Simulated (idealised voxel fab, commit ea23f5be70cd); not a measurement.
Title: Process Module voxel double patterning
Each square cell in cross-section cut measures 5 nm, and the section as a whole is 260 nm wide.
Cross-section layout: square cells on a grid; listed as bands, top to bottom; a band spans one or more cell rows. Band: top and bottom heights (nm) first, top before bottom; then materials from left to right, widths in nm. "throughout" marks a sole material filling the band edge to edge. "blank" denotes empty space. Heights are measured from 0, the level below which the as-received wafer is all one material; the lowest band has no bottom and continues downward, written as in "0 -> down". With a width like "30->40", each row of cells in the band differs from the next by the same amount, the top row carrying the first number and the bottom row the second. Step marked "no change occurred"? Then no cell in the cross-section changed in it. Under "Trapped cavities" you'll find the enclosed gaps, the ones with no way out to the top, that are 8 cells or bigger; each reads width x height at distance, with distance counted from the left edge, everything in nm. Read whatever lies past the settings on a step's line as the simulator's own remark about the step. A step line may carry the setting "overlay nm", which, for steps involving a mask, states the distance by which the mask lay to the right of its intended position; negative values denote displacement to the left.
[List of planned process steps]
1,RECEIVE (material Si)
2,CONFORMAL_DEP (material SiO2; thk nm 5)
3,DIRECTIONAL_DEP (material TiN; thk nm 15)
4,DIRECTIONAL_DEP (material SiCN; thk nm 10)
5,MASKED_ETCH (tone open; mask id FIRST; width nm 15; pitch nm 50; etch materials SiCN; depth nm 10; overlay nm 0)
6,MASKED_ETCH (tone open; mask id SECOND; width nm 15; pitch nm 50; etch materials SiCN; depth nm 10; overlay nm 0)
7,DIRECTIONAL_ETCH (etch materials TiN; depth nm 15)
8,STRIP (etch materials SiCN)
[Incoming wafer in cross-section (state: after step 1)]
0 -> down | Si throughout
Trapped cavities: none
[The first of two wafers, cross-sectioned at the end of the module, with the run proceeding as planned]
20 -> 5 | 70 nm TiN, then 15 nm blank, then 10 nm TiN, then 15 nm blank, then 10 nm TiN, then 15 nm blank, then 10 nm TiN, then 15 nm blank, then 10 nm TiN, then 15 nm blank, then 75 nm TiN
5 -> 0 | SiO2 throughout
0 -> down | Si throughout
Trapped cavities: none
[Second wafer of the two, sectioned at the end of the module. It began like the first and followed the same plan, but one mistake was made while running it]
20 -> 15 | SiO2 throughout
15 -> 0 | TiN throughout
0 -> down | Si throughout
Trapped cavities: none
It is concluded that the wafer was processed incorrectly with respect to the plan, in that steps 2 and 3 swapped
Final difference in cells, second wafer against first, listed per material as more or fewer: TiN +45
